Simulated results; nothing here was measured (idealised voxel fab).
The following is a process module called voxel air gaps.
cross-section cut | 195 nm wide | cells 5 nm
In this document a cross-section is written as a grid of square cells. It is given as a series of bands, listed from the top down, and a band is one or more rows of cells. Top, bottom (nm), then materials left to right with widths (nm); lone material tagged "everywhere" fills the whole band edge to edge; "air" = empty space. Heights are reckoned from 0. Under this level, the received wafer is all of one material. The bottommost band is open-ended downward, for example "z 0 and below". Width spec "30..40" -> top row of cells at first value, bottom row at second value, equal per-row change in between. A step reported as "remains unaltered" is a step in which no cell of the cross-section changed. Look at "Enclosed void entries" for the closed voids: empty spaces with no open path to the top, sized 8 cells or up. Each is width x height at distance, distance from the left edge, all nm. If you see something after the settings on a step's line, that's the simulator's own remark about that step. "overlay nm" on a masked step: distance the mask lay right of its planned place, negative for left.

The steps planned for the process are as follows:
step 1: RECEIVE | material Si
step 2: CONFORMAL_DEP | material SiO2 | thk nm 10
step 3: CONFORMAL_DEP | material SiN | thk nm 5
step 4: DIRECTIONAL_DEP | material lowk | thk nm 35
step 5: DIRECTIONAL_DEP | material aC | thk nm 15
step 6: PATTERN | tone open | mask id LINES | material resist | width nm 15 | pitch nm 45 | thk nm 30 | overlay nm 0
step 7: DIRECTIONAL_ETCH | etch materials aC | depth nm 15
step 8: STRIP | etch materials resist
step 9: DIRECTIONAL_ETCH | etch materials lowk | depth nm 35
step 10: STRIP | etch materials aC
step 11: CONFORMAL_DEP | material TiN | thk nm 5
step 12: FILL_DEP | material Cu | thk nm 5
step 13: CMP | height nm 50
step 14: EPI | material Ru | thk nm 10
step 15: SELECTIVE_ETCH | etch materials lowk | depth nm 45
step 16: CONFORMAL_DEP | material SiN | thk nm 5

Below: the first of two wafers, run as planned:

The cross-section here shows the wafer as received, i.e. in its state after step 1:
    z 0 and below | Si everywhere
    Enclosed void entries: none

The wafer in cross-section once step 2 is complete:
    z 10 to 0 | SiO2 everywhere
    Below 0 it's all the same as before, nothing changed down there.

The wafer in cross-section once step 3 is complete:
    z 15 to 10 | SiN everywhere
    Below 10 it's all the same as before, nothing changed down there.

The wafer in cross-section once step 4 is complete:
    z 50 to 15 | lowk everywhere
    Below 15 it's all the same as before, nothing changed down there.

The wafer in cross-section once step 5 is complete:
    z 65 to 50 | aC everywhere
    Below 50 it's all the same as before, nothing changed down there.

The wafer in cross-section once step 6 is complete:
    z 95 to 65 | resist=45  air=15  resist=30  air=15  resist=30  air=15  resist=45
    Below 65 it's all the same as before, nothing changed down there.

The wafer in cross-section once step 7 is complete:
    z 80 to 65 | resist=45  air=15  resist=30  air=15  resist=30  air=15  resist=45
    z 65 to 50 | aC=45  air=15  aC=30  air=15  aC=30  air=15  aC=45
    Below 50 it's all the same as before, nothing changed down there.

The wafer in cross-section once step 8 is complete:
    z 65 to 50 | aC=45  air=15  aC=30  air=15  aC=30  air=15  aC=45
    Below 50 it's all the same as before, nothing changed down there.

The wafer in cross-section once step 9 is complete:
    z 65 to 50 | aC=45  air=15  aC=30  air=15  aC=30  air=15  aC=45
    z 50 to 15 | lowk=45  air=15  lowk=30  air=15  lowk=30  air=15  lowk=45
    Below 15 it's all the same as before, nothing changed down there.

The wafer in cross-section once step 10 is complete:
    z 50 to 15 | lowk=45  air=15  lowk=30  air=15  lowk=30  air=15  lowk=45
    Below 15 it's all the same as before, nothing changed down there.

The wafer in cross-section once step 11 is complete:
    z 55 to 50 | TiN=50  air=5  TiN=40  air=5  TiN=40  air=5  TiN=50
    z 50 to 20 | lowk=45  TiN=5  air=5  TiN=5  lowk=30  TiN=5  air=5  TiN=5  lowk=30  TiN=5  air=5  TiN=5  lowk=45
    z 20 to 15 | lowk=45  TiN=15  lowk=30  TiN=15  lowk=30  TiN=15  lowk=45
    Below 15 it's all the same as before, nothing changed down there.

The wafer in cross-section once step 12 is complete:
    z 60 to 55 | Cu everywhere
    z 55 to 50 | TiN=50  Cu=5  TiN=40  Cu=5  TiN=40  Cu=5  TiN=50
    z 50 to 20 | lowk=45  TiN=5  Cu=5  TiN=5  lowk=30  TiN=5  Cu=5  TiN=5  lowk=30  TiN=5  Cu=5  TiN=5  lowk=45
    Below 20 it's all the same as before, nothing changed down there.

The wafer in cross-section once step 13 is complete:
    z 50 to 20 | lowk=45  TiN=5  Cu=5  TiN=5  lowk=30  TiN=5  Cu=5  TiN=5  lowk=30  TiN=5  Cu=5  TiN=5  lowk=45
    Below 20 it's all the same as before, nothing changed down there.

The wafer in cross-section once step 14 is complete:
    z 60 to 50 | air=35  Ru=35  air=10  Ru=35  air=10  Ru=35  air=35
    Below 50 it's all the same as before, nothing changed down there.

The wafer in cross-section once step 15 is complete:
    z 60 to 50 | air=35  Ru=35  air=10  Ru=35  air=10  Ru=35  air=35
    z 50 to 20 | air=45  TiN=5  Cu=5  TiN=5  air=30  TiN=5  Cu=5  TiN=5  air=30  TiN=5  Cu=5  TiN=5  air=45
    z 20 to 15 | air=45  TiN=15  air=30  TiN=15  air=30  TiN=15  air=45
    Below 15 it's all the same as before, nothing changed down there.

The wafer in cross-section once step 16 is complete:
    z 65 to 60 | air=30  SiN=135  air=30
    z 60 to 50 | air=30  SiN=5  Ru=35  SiN=10  Ru=35  SiN=10  Ru=35  SiN=5  air=30
    z 50 to 45 | air=30  SiN=15  TiN=5  Cu=5  TiN=5  SiN=30  TiN=5  Cu=5  TiN=5  SiN=30  TiN=5  Cu=5  TiN=5  SiN=15  air=30
    z 45 to 20 | air=40  SiN=5  TiN=5  Cu=5  TiN=5  SiN=5  air=20  SiN=5  TiN=5  Cu=5  TiN=5  SiN=5  air=20  SiN=5  TiN=5  Cu=5  TiN=5  SiN=5  air=40
    z 20 to 15 | SiN=45  TiN=15  SiN=30  TiN=15  SiN=30  TiN=15  SiN=45
    Below 15 it's all the same as before, nothing changed down there.
    Enclosed void entries: 20 x 25 at 65; 20 x 25 at 110

Notes, second wafer: start = first wafer's, plan = first wafer's, execution had one mistake; history identical to first through step 5:

Cross-sectional representation of the second wafer at the time designated in the plan for the completion of step 6:
    z 95 to 65 | air=45  resist=15  air=30  resist=15  air=30  resist=15  air=45
    Below 65 it's all the same as before, nothing changed down there.

Cross-sectional representation of the second wafer at the time designated in the plan for the completion of step 7:
    z 80 to 65 | air=45  resist=15  air=30  resist=15  air=30  resist=15  air=45
    z 65 to 50 | air=45  aC=15  air=30  aC=15  air=30  aC=15  air=45
    Below 50 it's all the same as before, nothing changed down there.

Cross-sectional representation of the second wafer at the time designated in the plan for the completion of step 8:
    z 65 to 50 | air=45  aC=15  air=30  aC=15  air=30  aC=15  air=45
    Below 50 it's all the same as before, nothing changed down there.

Cross-sectional representation of the second wafer at the time designated in the plan for the completion of step 9:
    z 65 to 50 | air=45  aC=15  air=30  aC=15  air=30  aC=15  air=45
    z 50 to 15 | air=45  lowk=15  air=30  lowk=15  air=30  lowk=15  air=45
    Below 15 it's all the same as before, nothing changed down there.

Cross-sectional representation of the second wafer at the time designated in the plan for the completion of step 10:
    z 50 to 15 | air=45  lowk=15  air=30  lowk=15  air=30  lowk=15  air=45
    Below 15 it's all the same as before, nothing changed down there.

Cross-sectional representation of the second wafer at the time designated in the plan for the completion of step 11:
    z 55 to 50 | air=40  TiN=25  air=20  TiN=25  air=20  TiN=25  air=40
    z 50 to 20 | air=40  TiN=5  lowk=15  TiN=5  air=20  TiN=5  lowk=15  TiN=5  air=20  TiN=5  lowk=15  TiN=5  air=40
    z 20 to 15 | TiN=45  lowk=15  TiN=30  lowk=15  TiN=30  lowk=15  TiN=45
    Below 15 it's all the same as before, nothing changed down there.

Cross-sectional representation of the second wafer at the time designated in the plan for the completion of step 12:
    z 60 to 55 | Cu everywhere
    z 55 to 50 | Cu=40  TiN=25  Cu=20  TiN=25  Cu=20  TiN=25  Cu=40
    z 50 to 20 | Cu=40  TiN=5  lowk=15  TiN=5  Cu=20  TiN=5  lowk=15  TiN=5  Cu=20  TiN=5  lowk=15  TiN=5  Cu=40
    Below 20 it's all the same as before, nothing changed down there.

Cross-sectional representation of the second wafer at the time designated in the plan for the completion of step 13:
    z 50 to 20 | Cu=40  TiN=5  lowk=15  TiN=5  Cu=20  TiN=5  lowk=15  TiN=5  Cu=20  TiN=5  lowk=15  TiN=5  Cu=40
    Below 20 it's all the same as before, nothing changed down there.

Cross-sectional representation of the second wafer at the time designated in the plan for the completion of step 14:
    z 60 to 50 | Ru everywhere
    Below 50 it's all the same as before, nothing changed down there.

Cross-sectional representation of the second wafer at the time designated in the plan for the completion of step 15: remains unaltered

Cross-sectional representation of the second wafer at the time designated in the plan for the completion of step 16:
    z 65 to 60 | SiN everywhere
    Below 60 it's all the same as before, nothing changed down there.
Finding, execution versus plan: step 6 ran differently from the plan; actual operation with settings: PATTERN | tone cover | mask id LINES | material resist | width nm 15 | pitch nm 45 | thk nm 30 | overlay nm 0
In the final state, the cell counts of the second wafer exceed or fall short of those of the first for the following materials: Cu: 126 more | Ru: 36 more | SiN: 78 fewer | TiN: 21 more | lowk: 63 more
By the end, 2 closed voids are present in the first wafer and 0 in the second.
